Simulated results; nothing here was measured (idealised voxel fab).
Presented below is a process module, voxel wiring stack.
FYI the section here is cut, 150 nm wide, cells are 5 nm squares.
We lay out every cross-section as a grid of square cells and spell it out in bands from the top down, where one band means one or more rows of cells.
Band: top and bottom heights (nm) first, top before bottom; then materials from left to right, widths in nm. "edge to edge" marks a sole material filling the band edge to edge. "empty" denotes empty space.
Note: height 0 marks the level under which the wafer is uniformly one material as received. Lowest band unbounded below, written "top 0, no bottom".
Think of "30->40" as a width that walks from the first number to the second as you go down the band, top row to bottom row, taking equal-sized steps from row to row.
"stayed the same" -> step changed no cross-section cell.
Entry "Fully enclosed voids" = empty spaces >= 8 cells with no open way to the top; each as width x height at distance, distance from left edge, all nm.
Formally, on a step line, whatever follows the settings is a remark that the simulator itself makes on the step.
The setting "overlay nm" may be written on the line of a step. When the step uses a mask, the value reports how far to the right of the planned place the mask lay, and a negative value reports that it lay to the left.

These are the steps we planned for the process:
1: RECEIVE | material Si
2: CONFORMAL_DEP | material SiO2 | thk nm 15
3: DIRECTIONAL_DEP | material TiN | thk nm 5
4: DIRECTIONAL_DEP | material Ru | thk nm 15
5: MASKED_ETCH | tone cover | mask id METAL_1 | width nm 25 | pitch nm 45 | etch materials Ru | depth nm 15 | overlay nm 0
6: MASKED_ETCH | tone cover | mask id METAL_1 | width nm 25 | pitch nm 45 | etch materials TiN | depth nm 5 | overlay nm 0
7: CONFORMAL_DEP | material SiN | thk nm 5
8: FILL_DEP | material lowk | thk nm 5
9: CMP | height nm 35
10: CONFORMAL_DEP | material SiCN | thk nm 5
11: DIRECTIONAL_DEP | material SiO2 | thk nm 15
12: MASKED_ETCH | tone open | mask id PLUG_1 | width nm 15 | pitch nm 90 | etch materials SiO2 | depth nm 15 | overlay nm 0
13: MASKED_ETCH | tone open | mask id PLUG_1 | width nm 15 | pitch nm 90 | etch materials SiCN | depth nm 5 | overlay nm 0
14: CONFORMAL_DEP | material TiN | thk nm 5
15: FILL_DEP | material Cu | thk nm 10
16: CMP | height nm 55
17: CONFORMAL_DEP | material SiCN | thk nm 5
18: DIRECTIONAL_DEP | material lowk | thk nm 15
19: DIRECTIONAL_DEP | material aC | thk nm 15
20: PATTERN | tone open | mask id METAL_2 | material resist | width nm 25 | pitch nm 45 | thk nm 30 | overlay nm 0
21: DIRECTIONAL_ETCH | etch materials aC | depth nm 15
22: STRIP | etch materials resist
23: DIRECTIONAL_ETCH | etch materials lowk | depth nm 15
24: DIRECTIONAL_ETCH | etch materials SiCN | depth nm 5
25: STRIP | etch materials aC
26: CONFORMAL_DEP | material TiN | thk nm 5
27: FILL_DEP | material Ru | thk nm 10
28: CMP | height nm 75
29: CONFORMAL_DEP | material SiCN | thk nm 5
30: DIRECTIONAL_DEP | material SiO2 | thk nm 35
31: MASKED_ETCH | tone open | mask id METAL_3_HOLES | width nm 15 | pitch nm 45 | etch materials SiO2 | depth nm 35 | overlay nm 0
32: PATTERN | tone open | mask id METAL_3 | material resist | width nm 25 | pitch nm 45 | thk nm 15 | overlay nm 0
33: DIRECTIONAL_ETCH | etch materials SiO2 | depth nm 20
34: DIRECTIONAL_ETCH | etch materials SiCN | depth nm 5
35: STRIP | etch materials resist
36: CONFORMAL_DEP | material TiN | thk nm 5
37: FILL_DEP | material Cu | thk nm 5
38: CMP | height nm 115
39: CONFORMAL_DEP | material SiN | thk nm 5

First of two wafers, processed according to plan:

Cross-section of the wafer at receipt, which is the condition after step 1:
- top 0, no bottom = Si edge to edge
- Fully enclosed voids: none

Cross-section of the wafer subsequent to step 2:
- top 15, bottom 0 = SiO2 edge to edge
- Below 0 it's all the same as before, nothing changed down there.

Cross-section of the wafer subsequent to step 3:
- top 20, bottom 15 = TiN edge to edge
- Below 15 it's all the same as before, nothing changed down there.

Cross-section of the wafer subsequent to step 4:
- top 35, bottom 20 = Ru edge to edge
- Below 20 it's all the same as before, nothing changed down there.

Cross-section of the wafer subsequent to step 5:
- top 35, bottom 20 = 15 empty, then 25 Ru, then 20 empty, then 25 Ru, then 20 empty, then 25 Ru, then 20 empty
- Below 20 it's all the same as before, nothing changed down there.

Cross-section of the wafer subsequent to step 6:
- top 35, bottom 20 = 15 empty, then 25 Ru, then 20 empty, then 25 Ru, then 20 empty, then 25 Ru, then 20 empty
- top 20, bottom 15 = 15 empty, then 25 TiN, then 20 empty, then 25 TiN, then 20 empty, then 25 TiN, then 20 empty
- Below 15 it's all the same as before, nothing changed down there.

Cross-section of the wafer subsequent to step 7:
- top 40, bottom 35 = 10 empty, then 35 SiN, then 10 empty, then 35 SiN, then 10 empty, then 35 SiN, then 15 empty
- top 35, bottom 20 = 10 empty, then 5 SiN, then 25 Ru, then 5 SiN, then 10 empty, then 5 SiN, then 25 Ru, then 5 SiN, then 10 empty, then 5 SiN, then 25 Ru, then 5 SiN, then 15 empty
- top 20, bottom 15 = 15 SiN, then 25 TiN, then 20 SiN, then 25 TiN, then 20 SiN, then 25 TiN, then 20 SiN
- Below 15 it's all the same as before, nothing changed down there.

Cross-section of the wafer subsequent to step 8:
- top 45, bottom 40 = lowk edge to edge
- top 40, bottom 35 = 10 lowk, then 35 SiN, then 10 lowk, then 35 SiN, then 10 lowk, then 35 SiN, then 15 lowk
- top 35, bottom 20 = 10 lowk, then 5 SiN, then 25 Ru, then 5 SiN, then 10 lowk, then 5 SiN, then 25 Ru, then 5 SiN, then 10 lowk, then 5 SiN, then 25 Ru, then 5 SiN, then 15 lowk
- Below 20 it's all the same as before, nothing changed down there.

Cross-section of the wafer subsequent to step 9:
- top 35, bottom 20 = 10 lowk, then 5 SiN, then 25 Ru, then 5 SiN, then 10 lowk, then 5 SiN, then 25 Ru, then 5 SiN, then 10 lowk, then 5 SiN, then 25 Ru, then 5 SiN, then 15 lowk
- Below 20 it's all the same as before, nothing changed down there.

Cross-section of the wafer subsequent to step 10:
- top 40, bottom 35 = SiCN edge to edge
- Below 35 it's all the same as before, nothing changed down there.

Cross-section of the wafer subsequent to step 11:
- top 55, bottom 40 = SiO2 edge to edge
- Below 40 it's all the same as before, nothing changed down there.

Cross-section of the wafer subsequent to step 12:
- top 55, bottom 40 = 15 SiO2, then 15 empty, then 75 SiO2, then 15 empty, then 30 SiO2
- Below 40 it's all the same as before, nothing changed down there.

Cross-section of the wafer subsequent to step 13:
- top 55, bottom 40 = 15 SiO2, then 15 empty, then 75 SiO2, then 15 empty, then 30 SiO2
- top 40, bottom 35 = 15 SiCN, then 15 empty, then 75 SiCN, then 15 empty, then 30 SiCN
- Below 35 it's all the same as before, nothing changed down there.

Cross-section of the wafer subsequent to step 14:
- top 60, bottom 55 = 20 TiN, then 5 empty, then 85 TiN, then 5 empty, then 35 TiN
- top 55, bottom 40 = 15 SiO2, then 5 TiN, then 5 empty, then 5 TiN, then 75 SiO2, then 5 TiN, then 5 empty, then 5 TiN, then 30 SiO2
- top 40, bottom 35 = 15 SiCN, then 15 TiN, then 75 SiCN, then 15 TiN, then 30 SiCN
- Below 35 it's all the same as before, nothing changed down there.

Cross-section of the wafer subsequent to step 15:
- top 70, bottom 60 = Cu edge to edge
- top 60, bottom 55 = 20 TiN, then 5 Cu, then 85 TiN, then 5 Cu, then 35 TiN
- top 55, bottom 40 = 15 SiO2, then 5 TiN, then 5 Cu, then 5 TiN, then 75 SiO2, then 5 TiN, then 5 Cu, then 5 TiN, then 30 SiO2
- Below 40 it's all the same as before, nothing changed down there.

Cross-section of the wafer subsequent to step 16:
- top 55, bottom 40 = 15 SiO2, then 5 TiN, then 5 Cu, then 5 TiN, then 75 SiO2, then 5 TiN, then 5 Cu, then 5 TiN, then 30 SiO2
- Below 40 it's all the same as before, nothing changed down there.

Cross-section of the wafer subsequent to step 17:
- top 60, bottom 55 = SiCN edge to edge
- Below 55 it's all the same as before, nothing changed down there.

Cross-section of the wafer subsequent to step 18:
- top 75, bottom 60 = lowk edge to edge
- Below 60 it's all the same as before, nothing changed down there.

Cross-section of the wafer subsequent to step 19:
- top 90, bottom 75 = aC edge to edge
- Below 75 it's all the same as before, nothing changed down there.

Cross-section of the wafer subsequent to step 20:
- top 120, bottom 90 = 15 resist, then 25 empty, then 20 resist, then 25 empty, then 20 resist, then 25 empty, then 20 resist
- Below 90 it's all the same as before, nothing changed down there.

Cross-section of the wafer subsequent to step 21:
- top 105, bottom 90 = 15 resist, then 25 empty, then 20 resist, then 25 empty, then 20 resist, then 25 empty, then 20 resist
- top 90, bottom 75 = 15 aC, then 25 empty, then 20 aC, then 25 empty, then 20 aC, then 25 empty, then 20 aC
- Below 75 it's all the same as before, nothing changed down there.

Cross-section of the wafer subsequent to step 22:
- top 90, bottom 75 = 15 aC, then 25 empty, then 20 aC, then 25 empty, then 20 aC, then 25 empty, then 20 aC
- Below 75 it's all the same as before, nothing changed down there.

Cross-section of the wafer subsequent to step 23:
- top 90, bottom 75 = 15 aC, then 25 empty, then 20 aC, then 25 empty, then 20 aC, then 25 empty, then 20 aC
- top 75, bottom 60 = 15 lowk, then 25 empty, then 20 lowk, then 25 empty, then 20 lowk, then 25 empty, then 20 lowk
- Below 60 it's all the same as before, nothing changed down there.

Cross-section of the wafer subsequent to step 24:
- top 90, bottom 75 = 15 aC, then 25 empty, then 20 aC, then 25 empty, then 20 aC, then 25 empty, then 20 aC
- top 75, bottom 60 = 15 lowk, then 25 empty, then 20 lowk, then 25 empty, then 20 lowk, then 25 empty, then 20 lowk
- top 60, bottom 55 = 15 SiCN, then 25 empty, then 20 SiCN, then 25 empty, then 20 SiCN, then 25 empty, then 20 SiCN
- Below 55 it's all the same as before, nothing changed down there.

Cross-section of the wafer subsequent to step 25:
- top 75, bottom 60 = 15 lowk, then 25 empty, then 20 lowk, then 25 empty, then 20 lowk, then 25 empty, then 20 lowk
- Below 60 it's all the same as before, nothing changed down there.

Cross-section of the wafer subsequent to step 26:
- top 80, bottom 75 = 20 TiN, then 15 empty, then 30 TiN, then 15 empty, then 30 TiN, then 15 empty, then 25 TiN
- top 75, bottom 60 = 15 lowk, then 5 TiN, then 15 empty, then 5 TiN, then 20 lowk, then 5 TiN, then 15 empty, then 5 TiN, then 20 lowk, then 5 TiN, then 15 empty, then 5 TiN, then 20 lowk
- top 60, bottom 55 = 15 SiCN, then 25 TiN, then 20 SiCN, then 25 TiN, then 20 SiCN, then 25 TiN, then 20 SiCN
- Below 55 it's all the same as before, nothing changed down there.

Cross-section of the wafer subsequent to step 27:
- top 90, bottom 80 = Ru edge to edge
- top 80, bottom 75 = 20 TiN, then 15 Ru, then 30 TiN, then 15 Ru, then 30 TiN, then 15 Ru, then 25 TiN
- top 75, bottom 60 = 15 lowk, then 5 TiN, then 15 Ru, then 5 TiN, then 20 lowk, then 5 TiN, then 15 Ru, then 5 TiN, then 20 lowk, then 5 TiN, then 15 Ru, then 5 TiN, then 20 lowk
- Below 60 it's all the same as before, nothing changed down there.

Cross-section of the wafer subsequent to step 28:
- top 75, bottom 60 = 15 lowk, then 5 TiN, then 15 Ru, then 5 TiN, then 20 lowk, then 5 TiN, then 15 Ru, then 5 TiN, then 20 lowk, then 5 TiN, then 15 Ru, then 5 TiN, then 20 lowk
- Below 60 it's all the same as before, nothing changed down there.

Cross-section of the wafer subsequent to step 29:
- top 80, bottom 75 = SiCN edge to edge
- Below 75 it's all the same as before, nothing changed down there.

Cross-section of the wafer subsequent to step 30:
- top 115, bottom 80 = SiO2 edge to edge
- Below 80 it's all the same as before, nothing changed down there.

Cross-section of the wafer subsequent to step 31:
- top 115, bottom 80 = 15 SiO2, then 15 empty, then 30 SiO2, then 15 empty, then 30 SiO2, then 15 empty, then 30 SiO2
- Below 80 it's all the same as before, nothing changed down there.

Cross-section of the wafer subsequent to step 32:
- top 130, bottom 115 = 15 resist, then 25 empty, then 20 resist, then 25 empty, then 20 resist, then 25 empty, then 20 resist
- Below 115 it's all the same as before, nothing changed down there.

Cross-section of the wafer subsequent to step 33:
- top 130, bottom 115 = 15 resist, then 25 empty, then 20 resist, then 25 empty, then 20 resist, then 25 empty, then 20 resist
- top 115, bottom 95 = 15 SiO2, then 25 empty, then 20 SiO2, then 25 empty, then 20 SiO2, then 25 empty, then 20 SiO2
- Below 95 it's all the same as before, nothing changed down there.

Cross-section of the wafer subsequent to step 34:
- top 130, bottom 115 = 15 resist, then 25 empty, then 20 resist, then 25 empty, then 20 resist, then 25 empty, then 20 resist
- top 115, bottom 95 = 15 SiO2, then 25 empty, then 20 SiO2, then 25 empty, then 20 SiO2, then 25 empty, then 20 SiO2
- top 95, bottom 80 = 15 SiO2, then 15 empty, then 30 SiO2, then 15 empty, then 30 SiO2, then 15 empty, then 30 SiO2
- top 80, bottom 75 = 15 SiCN, then 15 empty, then 30 SiCN, then 15 empty, then 30 SiCN, then 15 empty, then 30 SiCN
- Below 75 it's all the same as before, nothing changed down there.

Cross-section of the wafer subsequent to step 35:
- top 115, bottom 95 = 15 SiO2, then 25 empty, then 20 SiO2, then 25 empty, then 20 SiO2, then 25 empty, then 20 SiO2
- Below 95 it's all the same as before, nothing changed down there.

Cross-section of the wafer subsequent to step 36:
- top 120, bottom 115 = 20 TiN, then 15 empty, then 30 TiN, then 15 empty, then 30 TiN, then 15 empty, then 25 TiN
- top 115, bottom 100 = 15 SiO2, then 5 TiN, then 15 empty, then 5 TiN, then 20 SiO2, then 5 TiN, then 15 empty, then 5 TiN, then 20 SiO2, then 5 TiN, then 15 empty, then 5 TiN, then 20 SiO2
- top 100, bottom 95 = 15 SiO2, then 5 TiN, then 5 empty, then 15 TiN, then 20 SiO2, then 5 TiN, then 5 empty, then 15 TiN, then 20 SiO2, then 5 TiN, then 5 empty, then 15 TiN, then 20 SiO2
- top 95, bottom 80 = 15 SiO2, then 5 TiN, then 5 empty, then 5 TiN, then 30 SiO2, then 5 TiN, then 5 empty, then 5 TiN, then 30 SiO2, then 5 TiN, then 5 empty, then 5 TiN, then 30 SiO2
- top 80, bottom 75 = 15 SiCN, then 15 TiN, then 30 SiCN, then 15 TiN, then 30 SiCN, then 15 TiN, then 30 SiCN
- Below 75 it's all the same as before, nothing changed down there.

Cross-section of the wafer subsequent to step 37:
- top 125, bottom 120 = Cu edge to edge
- top 120, bottom 115 = 20 TiN, then 15 Cu, then 30 TiN, then 15 Cu, then 30 TiN, then 15 Cu, then 25 TiN
- top 115, bottom 100 = 15 SiO2, then 5 TiN, then 15 Cu, then 5 TiN, then 20 SiO2, then 5 TiN, then 15 Cu, then 5 TiN, then 20 SiO2, then 5 TiN, then 15 Cu, then 5 TiN, then 20 SiO2
- top 100, bottom 95 = 15 SiO2, then 5 TiN, then 5 Cu, then 15 TiN, then 20 SiO2, then 5 TiN, then 5 Cu, then 15 TiN, then 20 SiO2, then 5 TiN, then 5 Cu, then 15 TiN, then 20 SiO2
- top 95, bottom 80 = 15 SiO2, then 5 TiN, then 5 Cu, then 5 TiN, then 30 SiO2, then 5 TiN, then 5 Cu, then 5 TiN, then 30 SiO2, then 5 TiN, then 5 Cu, then 5 TiN, then 30 SiO2
- Below 80 it's all the same as before, nothing changed down there.

Cross-section of the wafer subsequent to step 38:
- top 115, bottom 100 = 15 SiO2, then 5 TiN, then 15 Cu, then 5 TiN, then 20 SiO2, then 5 TiN, then 15 Cu, then 5 TiN, then 20 SiO2, then 5 TiN, then 15 Cu, then 5 TiN, then 20 SiO2
- Below 100 it's all the same as before, nothing changed down there.

Cross-section of the wafer subsequent to step 39:
- top 120, bottom 115 = SiN edge to edge
- Below 115 it's all the same as before, nothing changed down there.

Second wafer. Start and plan as for the first. One mistake made in running. Agrees with the first up to and including step 1:

X-section, second wafer, when step 2 was due to finish:
- top 5, bottom 0 = TiN edge to edge
- Below 0 it's all the same as before, nothing changed down there.

X-section, second wafer, when step 3 was due to finish:
- top 20, bottom 5 = SiO2 edge to edge
- Below 5 it's all the same as before, nothing changed down there.

X-section, second wafer, when step 4 was due to finish:
- top 35, bottom 20 = Ru edge to edge
- Below 20 it's all the same as before, nothing changed down there.

X-section, second wafer, when step 5 was due to finish:
- top 35, bottom 20 = 15 empty, then 25 Ru, then 20 empty, then 25 Ru, then 20 empty, then 25 Ru, then 20 empty
- Below 20 it's all the same as before, nothing changed down there.

X-section, second wafer, when step 6 was due to finish: stayed the same

X-section, second wafer, when step 7 was due to finish:
- top 40, bottom 35 = 10 empty, then 35 SiN, then 10 empty, then 35 SiN, then 10 empty, then 35 SiN, then 15 empty
- top 35, bottom 25 = 10 empty, then 5 SiN, then 25 Ru, then 5 SiN, then 10 empty, then 5 SiN, then 25 Ru, then 5 SiN, then 10 empty, then 5 SiN, then 25 Ru, then 5 SiN, then 15 empty
- top 25, bottom 20 = 15 SiN, then 25 Ru, then 20 SiN, then 25 Ru, then 20 SiN, then 25 Ru, then 20 SiN
- Below 20 it's all the same as before, nothing changed down there.

X-section, second wafer, when step 8 was due to finish:
- top 45, bottom 40 = lowk edge to edge
- top 40, bottom 35 = 10 lowk, then 35 SiN, then 10 lowk, then 35 SiN, then 10 lowk, then 35 SiN, then 15 lowk
- top 35, bottom 25 = 10 lowk, then 5 SiN, then 25 Ru, then 5 SiN, then 10 lowk, then 5 SiN, then 25 Ru, then 5 SiN, then 10 lowk, then 5 SiN, then 25 Ru, then 5 SiN, then 15 lowk
- Below 25 it's all the same as before, nothing changed down there.

X-section, second wafer, when step 9 was due to finish:
- top 35, bottom 25 = 10 lowk, then 5 SiN, then 25 Ru, then 5 SiN, then 10 lowk, then 5 SiN, then 25 Ru, then 5 SiN, then 10 lowk, then 5 SiN, then 25 Ru, then 5 SiN, then 15 lowk
- Below 25 it's all the same as before, nothing changed down there.

X-section, second wafer, when step 10 was due to finish:
- top 40, bottom 35 = SiCN edge to edge
- Below 35 it's all the same as before, nothing changed down there.

X-section, second wafer, when step 11 was due to finish:
- top 55, bottom 40 = SiO2 edge to edge
- Below 40 it's all the same as before, nothing changed down there.

X-section, second wafer, when step 12 was due to finish:
- top 55, bottom 40 = 15 SiO2, then 15 empty, then 75 SiO2, then 15 empty, then 30 SiO2
- Below 40 it's all the same as before, nothing changed down there.

X-section, second wafer, when step 13 was due to finish:
- top 55, bottom 40 = 15 SiO2, then 15 empty, then 75 SiO2, then 15 empty, then 30 SiO2
- top 40, bottom 35 = 15 SiCN, then 15 empty, then 75 SiCN, then 15 empty, then 30 SiCN
- Below 35 it's all the same as before, nothing changed down there.

X-section, second wafer, when step 14 was due to finish:
- top 60, bottom 55 = 20 TiN, then 5 empty, then 85 TiN, then 5 empty, then 35 TiN
- top 55, bottom 40 = 15 SiO2, then 5 TiN, then 5 empty, then 5 TiN, then 75 SiO2, then 5 TiN, then 5 empty, then 5 TiN, then 30 SiO2
- top 40, bottom 35 = 15 SiCN, then 15 TiN, then 75 SiCN, then 15 TiN, then 30 SiCN
- Below 35 it's all the same as before, nothing changed down there.

X-section, second wafer, when step 15 was due to finish:
- top 70, bottom 60 = Cu edge to edge
- top 60, bottom 55 = 20 TiN, then 5 Cu, then 85 TiN, then 5 Cu, then 35 TiN
- top 55, bottom 40 = 15 SiO2, then 5 TiN, then 5 Cu, then 5 TiN, then 75 SiO2, then 5 TiN, then 5 Cu, then 5 TiN, then 30 SiO2
- Below 40 it's all the same as before, nothing changed down there.

X-section, second wafer, when step 16 was due to finish:
- top 55, bottom 40 = 15 SiO2, then 5 TiN, then 5 Cu, then 5 TiN, then 75 SiO2, then 5 TiN, then 5 Cu, then 5 TiN, then 30 SiO2
- Below 40 it's all the same as before, nothing changed down there.

X-section, second wafer, when step 17 was due to finish:
- top 60, bottom 55 = SiCN edge to edge
- Below 55 it's all the same as before, nothing changed down there.

X-section, second wafer, when step 18 was due to finish:
- top 75, bottom 60 = lowk edge to edge
- Below 60 it's all the same as before, nothing changed down there.

X-section, second wafer, when step 19 was due to finish:
- top 90, bottom 75 = aC edge to edge
- Below 75 it's all the same as before, nothing changed down there.

X-section, second wafer, when step 20 was due to finish:
- top 120, bottom 90 = 15 resist, then 25 empty, then 20 resist, then 25 empty, then 20 resist, then 25 empty, then 20 resist
- Below 90 it's all the same as before, nothing changed down there.

X-section, second wafer, when step 21 was due to finish:
- top 105, bottom 90 = 15 resist, then 25 empty, then 20 resist, then 25 empty, then 20 resist, then 25 empty, then 20 resist
- top 90, bottom 75 = 15 aC, then 25 empty, then 20 aC, then 25 empty, then 20 aC, then 25 empty, then 20 aC
- Below 75 it's all the same as before, nothing changed down there.

X-section, second wafer, when step 22 was due to finish:
- top 90, bottom 75 = 15 aC, then 25 empty, then 20 aC, then 25 empty, then 20 aC, then 25 empty, then 20 aC
- Below 75 it's all the same as before, nothing changed down there.

X-section, second wafer, when step 23 was due to finish:
- top 90, bottom 75 = 15 aC, then 25 empty, then 20 aC, then 25 empty, then 20 aC, then 25 empty, then 20 aC
- top 75, bottom 60 = 15 lowk, then 25 empty, then 20 lowk, then 25 empty, then 20 lowk, then 25 empty, then 20 lowk
- Below 60 it's all the same as before, nothing changed down there.

X-section, second wafer, when step 24 was due to finish:
- top 90, bottom 75 = 15 aC, then 25 empty, then 20 aC, then 25 empty, then 20 aC, then 25 empty, then 20 aC
- top 75, bottom 60 = 15 lowk, then 25 empty, then 20 lowk, then 25 empty, then 20 lowk, then 25 empty, then 20 lowk
- top 60, bottom 55 = 15 SiCN, then 25 empty, then 20 SiCN, then 25 empty, then 20 SiCN, then 25 empty, then 20 SiCN
- Below 55 it's all the same as before, nothing changed down there.

X-section, second wafer, when step 25 was due to finish:
- top 75, bottom 60 = 15 lowk, then 25 empty, then 20 lowk, then 25 empty, then 20 lowk, then 25 empty, then 20 lowk
- Below 60 it's all the same as before, nothing changed down there.

X-section, second wafer, when step 26 was due to finish:
- top 80, bottom 75 = 20 TiN, then 15 empty, then 30 TiN, then 15 empty, then 30 TiN, then 15 empty, then 25 TiN
- top 75, bottom 60 = 15 lowk, then 5 TiN, then 15 empty, then 5 TiN, then 20 lowk, then 5 TiN, then 15 empty, then 5 TiN, then 20 lowk, then 5 TiN, then 15 empty, then 5 TiN, then 20 lowk
- top 60, bottom 55 = 15 SiCN, then 25 TiN, then 20 SiCN, then 25 TiN, then 20 SiCN, then 25 TiN, then 20 SiCN
- Below 55 it's all the same as before, nothing changed down there.

X-section, second wafer, when step 27 was due to finish:
- top 90, bottom 80 = Ru edge to edge
- top 80, bottom 75 = 20 TiN, then 15 Ru, then 30 TiN, then 15 Ru, then 30 TiN, then 15 Ru, then 25 TiN
- top 75, bottom 60 = 15 lowk, then 5 TiN, then 15 Ru, then 5 TiN, then 20 lowk, then 5 TiN, then 15 Ru, then 5 TiN, then 20 lowk, then 5 TiN, then 15 Ru, then 5 TiN, then 20 lowk
- Below 60 it's all the same as before, nothing changed down there.

X-section, second wafer, when step 28 was due to finish:
- top 75, bottom 60 = 15 lowk, then 5 TiN, then 15 Ru, then 5 TiN, then 20 lowk, then 5 TiN, then 15 Ru, then 5 TiN, then 20 lowk, then 5 TiN, then 15 Ru, then 5 TiN, then 20 lowk
- Below 60 it's all the same as before, nothing changed down there.

X-section, second wafer, when step 29 was due to finish:
- top 80, bottom 75 = SiCN edge to edge
- Below 75 it's all the same as before, nothing changed down there.

X-section, second wafer, when step 30 was due to finish:
- top 115, bottom 80 = SiO2 edge to edge
- Below 80 it's all the same as before, nothing changed down there.

X-section, second wafer, when step 31 was due to finish:
- top 115, bottom 80 = 15 SiO2, then 15 empty, then 30 SiO2, then 15 empty, then 30 SiO2, then 15 empty, then 30 SiO2
- Below 80 it's all the same as before, nothing changed down there.

X-section, second wafer, when step 32 was due to finish:
- top 130, bottom 115 = 15 resist, then 25 empty, then 20 resist, then 25 empty, then 20 resist, then 25 empty, then 20 resist
- Below 115 it's all the same as before, nothing changed down there.

X-section, second wafer, when step 33 was due to finish:
- top 130, bottom 115 = 15 resist, then 25 empty, then 20 resist, then 25 empty, then 20 resist, then 25 empty, then 20 resist
- top 115, bottom 95 = 15 SiO2, then 25 empty, then 20 SiO2, then 25 empty, then 20 SiO2, then 25 empty, then 20 SiO2
- Below 95 it's all the same as before, nothing changed down there.

X-section, second wafer, when step 34 was due to finish:
- top 130, bottom 115 = 15 resist, then 25 empty, then 20 resist, then 25 empty, then 20 resist, then 25 empty, then 20 resist
- top 115, bottom 95 = 15 SiO2, then 25 empty, then 20 SiO2, then 25 empty, then 20 SiO2, then 25 empty, then 20 SiO2
- top 95, bottom 80 = 15 SiO2, then 15 empty, then 30 SiO2, then 15 empty, then 30 SiO2, then 15 empty, then 30 SiO2
- top 80, bottom 75 = 15 SiCN, then 15 empty, then 30 SiCN, then 15 empty, then 30 SiCN, then 15 empty, then 30 SiCN
- Below 75 it's all the same as before, nothing changed down there.

X-section, second wafer, when step 35 was due to finish:
- top 115, bottom 95 = 15 SiO2, then 25 empty, then 20 SiO2, then 25 empty, then 20 SiO2, then 25 empty, then 20 SiO2
- Below 95 it's all the same as before, nothing changed down there.

X-section, second wafer, when step 36 was due to finish:
- top 120, bottom 115 = 20 TiN, then 15 empty, then 30 TiN, then 15 empty, then 30 TiN, then 15 empty, then 25 TiN
- top 115, bottom 100 = 15 SiO2, then 5 TiN, then 15 empty, then 5 TiN, then 20 SiO2, then 5 TiN, then 15 empty, then 5 TiN, then 20 SiO2, then 5 TiN, then 15 empty, then 5 TiN, then 20 SiO2
- top 100, bottom 95 = 15 SiO2, then 5 TiN, then 5 empty, then 15 TiN, then 20 SiO2, then 5 TiN, then 5 empty, then 15 TiN, then 20 SiO2, then 5 TiN, then 5 empty, then 15 TiN, then 20 SiO2
- top 95, bottom 80 = 15 SiO2, then 5 TiN, then 5 empty, then 5 TiN, then 30 SiO2, then 5 TiN, then 5 empty, then 5 TiN, then 30 SiO2, then 5 TiN, then 5 empty, then 5 TiN, then 30 SiO2
- top 80, bottom 75 = 15 SiCN, then 15 TiN, then 30 SiCN, then 15 TiN, then 30 SiCN, then 15 TiN, then 30 SiCN
- Below 75 it's all the same as before, nothing changed down there.

X-section, second wafer, when step 37 was due to finish:
- top 125, bottom 120 = Cu edge to edge
- top 120, bottom 115 = 20 TiN, then 15 Cu, then 30 TiN, then 15 Cu, then 30 TiN, then 15 Cu, then 25 TiN
- top 115, bottom 100 = 15 SiO2, then 5 TiN, then 15 Cu, then 5 TiN, then 20 SiO2, then 5 TiN, then 15 Cu, then 5 TiN, then 20 SiO2, then 5 TiN, then 15 Cu, then 5 TiN, then 20 SiO2
- top 100, bottom 95 = 15 SiO2, then 5 TiN, then 5 Cu, then 15 TiN, then 20 SiO2, then 5 TiN, then 5 Cu, then 15 TiN, then 20 SiO2, then 5 TiN, then 5 Cu, then 15 TiN, then 20 SiO2
- top 95, bottom 80 = 15 SiO2, then 5 TiN, then 5 Cu, then 5 TiN, then 30 SiO2, then 5 TiN, then 5 Cu, then 5 TiN, then 30 SiO2, then 5 TiN, then 5 Cu, then 5 TiN, then 30 SiO2
- Below 80 it's all the same as before, nothing changed down there.

X-section, second wafer, when step 38 was due to finish:
- top 115, bottom 100 = 15 SiO2, then 5 TiN, then 15 Cu, then 5 TiN, then 20 SiO2, then 5 TiN, then 15 Cu, then 5 TiN, then 20 SiO2, then 5 TiN, then 15 Cu, then 5 TiN, then 20 SiO2
- Below 100 it's all the same as before, nothing changed down there.

X-section, second wafer, when step 39 was due to finish:
- top 120, bottom 115 = SiN edge to edge
- Below 115 it's all the same as before, nothing changed down there.
Misprocessing identified: steps 2 and 3 run out of order (swapped)
at the end the second wafer has, in cells: 6 fewer of SiN; 15 more of TiN; 9 fewer of lowk
